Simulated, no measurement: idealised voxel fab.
Proc. module: voxel ribs on slabs
The figure presents cross-section cut, which has a width of 290 nm and is divided into square cells with an edge length of 5 nm.
Cross-section spec: square-cell grid; bands listed top down; each band is one or more rows. Band entry format. Leading values: height of top, height of bottom, nm. Remainder: materials in left-to-right order, each with its width in nm. Special words: "all across" on a single material, which then fills the band edge to edge; "blank", empty space. The level at which height equals 0 is the one under which the wafer, as it arrives, is entirely one material. No lower edge exists for the bottom band, which continues downward and is notated as in "0 nm and below". Read "30 to 40" as a graded width: first number on top, second number at the bottom, same change between each pair of neighbouring rows. No cell of the cross-section changed in a step that is given as "nothing different". Listed in "Catalogued sealed voids": every empty space of 8 or more cells without an open way to the top. Form: width x height at distance, the distance being from the left edge, all in nm. It should be noted that, on the line of a given step, the content following the step's settings is a remark produced by the simulator itself with respect to that step. A step line may carry the setting "overlay nm", which, for steps involving a mask, states the distance by which the mask lay to the right of its intended position; negative values denote displacement to the left.

**The steps planned for the process are as follows**
step 1: RECEIVE,material Si
step 2: DIRECTIONAL_DEP,material SiO2,thk nm 25
step 3: DIRECTIONAL_DEP,material polySi,thk nm 20
step 4: PATTERN,tone cover,mask id RIB,material resist,width nm 20,thk nm 15,overlay nm 0
step 5: DIRECTIONAL_ETCH,etch materials polySi,depth nm 15
step 6: STRIP,etch materials resist
step 7: PATTERN,tone cover,mask id SLAB,material resist,width nm 80,thk nm 15,overlay nm 0
step 8: DIRECTIONAL_ETCH,etch materials polySi,depth nm 5
step 9: STRIP,etch materials resist
step 10: FILL_DEP,material SiO2,thk nm 15
step 11: CMP,height nm 55
step 12: DIRECTIONAL_DEP,material W,thk nm 10
step 13: MASKED_ETCH,tone cover,mask id HEATER,width nm 30,etch materials W,depth nm 10,overlay nm 0
step 14: CONFORMAL_DEP,material SiN,thk nm 5

**Wafer at receipt (post step 1), cross-section**
	0 nm and below: Si all across
	Catalogued sealed voids: none

**Module complete, cross-section. Starting point and plan per above. One mistake made in running the module**
	70 nm to 65 nm: blank (125), then SiN (40), then blank (125)
	65 nm to 60 nm: blank (125), then SiN (5), then W (30), then SiN (5), then blank (125)
	60 nm to 55 nm: SiN (130), then W (30), then SiN (130)
	55 nm to 20 nm: SiO2 all across
	20 nm to 0 nm: polySi all across
	0 nm and below: Si all across
	Catalogued sealed voids: none
So what did we get wrong on this run? the processing plan was not followed for steps 2 and 3, which were run with their positions exchanged
